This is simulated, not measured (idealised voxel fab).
process module | voxel double patterning
cross-section cut | 230 nm wide | cells 5 nm
A cross-section is a grid of square cells, given in bands from the top down. A band is one or more rows of cells.
Each band's line starts with the height of the band's top and of its bottom, in nm. Then come its materials from left to right, each with its width in nm. One material with "throughout" fills the band from edge to edge. "air" is empty space.
Height 0 is the level under which the wafer as received is all one material. The lowest band goes on downwards, as in "0 down".
A width such as "30 to 40" changes by the same amount from each row of cells to the next, from the band's top row to its bottom row.
"no change" after a step means that no cell of the cross-section changed.
closed voids: empty space of 8 cells or more with no open way to the top, each as width x height at its distance from the left edge, in nm
after a step's settings: what the simulator itself notes on the step
overlay nm, on a step with a mask: how far to the right of its planned place the mask lay; to the left if negative
plan
1 op RECEIVE | material Si
2 op CONFORMAL_DEP | material SiO2 | thk nm 5
3 op DIRECTIONAL_DEP | material TiN | thk nm 10
4 op DIRECTIONAL_DEP | material SiN | thk nm 5
5 op MASKED_ETCH | tone open | mask id FIRST | width nm 15 | pitch nm 50 | etch materials SiN | depth nm 5 | overlay nm 0
6 op MASKED_ETCH | tone open | mask id SECOND | width nm 15 | etch materials SiN | depth nm 5 | overlay nm 0
7 op DIRECTIONAL_ETCH | etch materials TiN | depth nm 10
8 op STRIP | etch materials SiN
as received, after step 1
  0 down: Si throughout
  closed voids: none
a wafer at the end: this start, this plan, one mistake
  15 to 5: TiN 80 | air 20 | TiN 5 | air 15 | TiN 10 | air 20 | TiN 80
  5 to 0: SiO2 throughout
  0 down: Si throughout
  closed voids: none
what went wrong: step 5 ran as: op MASKED_ETCH | tone open | mask id FIRST | width nm 20 | pitch nm 50 | etch materials SiN | depth nm 5 | overlay nm 0
